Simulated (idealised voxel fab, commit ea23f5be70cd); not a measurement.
Proc. module: voxel gate over fins
Section shown: cut. Width: 215 nm. Cell size: 5 nm, square.
Cross-section, as written here: a square-cell grid given band by band from the top down, where a band holds one or more rows of cells. Heads up on the band format: heights come first, top then bottom, in nm. After that it's the materials left to right, each with its width in nm. A single material flagged "full width" fills the whole band edge to edge, and "air" means there's empty space there. Note: height 0 marks the level under which the wafer is uniformly one material as received. Lowest band unbounded below, written "0 nm and below". Quick explanation for "30->40": the width changes in equal steps down the rows of cells, from the first number in the band's top row to the second number in its bottom row. "nothing altered" after a step means that no cell of the cross-section changed. Any empty space of 8 cells or more lacking an open way to the top shows up in "Non-vented voids" as width x height at distance, distance from the left edge, in nm. What comes after the settings on a step's line is commentary from the simulator itself on that step. For masked steps, "overlay nm" on the step line gives how far right of plan the mask actually lay; a minus sign means it lay to the left.

**The following list gives the planned process steps**
1) RECEIVE with material Si
2) CONFORMAL_DEP with material SiN, thk nm 10
3) PATTERN with tone cover, mask id FINS, material resist, width nm 15, pitch nm 40, thk nm 15, overlay nm 0
4) DIRECTIONAL_ETCH with etch materials SiN, depth nm 10
5) DIRECTIONAL_ETCH with etch materials Si, depth nm 40
6) STRIP with etch materials resist
7) FILL_DEP with material SiO2, thk nm 15
8) CMP with height nm 10
9) SELECTIVE_ETCH with etch materials SiO2, depth nm 20
10) STRIP with etch materials SiN
11) CONFORMAL_DEP with material HfO2, thk nm 5
12) CONFORMAL_DEP with material TiN, thk nm 5
13) CONFORMAL_DEP with material TiAl, thk nm 5
14) CONFORMAL_DEP with material TiN, thk nm 5
15) FILL_DEP with material W, thk nm 15
16) CMP with height nm 30
17) CONFORMAL_DEP with material SiN, thk nm 10

**Wafer as received: cross-section following step 1**
- 0 nm and below | Si full width
- Non-vented voids: none

**The plan above was carried out on the starting structure above with one mistake, and this cross-section shows the wafer at the end of the module**
- 40 nm to 30 nm | SiN full width
- 30 nm to 20 nm | W full width
- 20 nm to 15 nm | W: 20, TiN: 175, W: 20
- 15 nm to 10 nm | W: 20, TiN: 5, TiAl: 165, TiN: 5, W: 20
- 10 nm to 5 nm | W: 20, TiN: 5, TiAl: 5, TiN: 35, TiAl: 5, TiN: 35, TiAl: 5, TiN: 35, TiAl: 5, TiN: 35, TiAl: 5, TiN: 5, W: 20
- 5 nm to 0 nm | W: 20, TiN: 5, TiAl: 5, TiN: 5, HfO2: 25, TiN: 5, TiAl: 5, TiN: 5, HfO2: 25, TiN: 5, TiAl: 5, TiN: 5, HfO2: 25, TiN: 5, TiAl: 5, TiN: 5, HfO2: 25, TiN: 5, TiAl: 5, TiN: 5, W: 20
- 0 nm to -10 nm | W: 20, TiN: 5, TiAl: 5, TiN: 5, HfO2: 5, Si: 15, HfO2: 5, TiN: 5, TiAl: 5, TiN: 5, HfO2: 5, Si: 15, HfO2: 5, TiN: 5, TiAl: 5, TiN: 5, HfO2: 5, Si: 15, HfO2: 5, TiN: 5, TiAl: 5, TiN: 5, HfO2: 5, Si: 15, HfO2: 5, TiN: 5, TiAl: 5, TiN: 5, W: 20
- -10 nm to -15 nm | TiN: 25, TiAl: 5, TiN: 5, HfO2: 5, Si: 15, HfO2: 5, TiN: 5, TiAl: 5, TiN: 5, HfO2: 5, Si: 15, HfO2: 5, TiN: 5, TiAl: 5, TiN: 5, HfO2: 5, Si: 15, HfO2: 5, TiN: 5, TiAl: 5, TiN: 5, HfO2: 5, Si: 15, HfO2: 5, TiN: 5, TiAl: 5, TiN: 25
- -15 nm to -20 nm | TiAl: 30, TiN: 5, HfO2: 5, Si: 15, HfO2: 5, TiN: 5, TiAl: 5, TiN: 5, HfO2: 5, Si: 15, HfO2: 5, TiN: 5, TiAl: 5, TiN: 5, HfO2: 5, Si: 15, HfO2: 5, TiN: 5, TiAl: 5, TiN: 5, HfO2: 5, Si: 15, HfO2: 5, TiN: 5, TiAl: 30
- -20 nm to -25 nm | TiN: 35, HfO2: 5, Si: 15, HfO2: 5, TiN: 15, HfO2: 5, Si: 15, HfO2: 5, TiN: 15, HfO2: 5, Si: 15, HfO2: 5, TiN: 15, HfO2: 5, Si: 15, HfO2: 5, TiN: 35
- -25 nm to -30 nm | HfO2: 40, Si: 15, HfO2: 25, Si: 15, HfO2: 25, Si: 15, HfO2: 25, Si: 15, HfO2: 40
- -30 nm to -40 nm | SiO2: 40, Si: 15, SiO2: 25, Si: 15, SiO2: 25, Si: 15, SiO2: 25, Si: 15, SiO2: 40
- -40 nm and below | Si full width
- Non-vented voids: none
Short version of what went wrong: step 9 was run twice
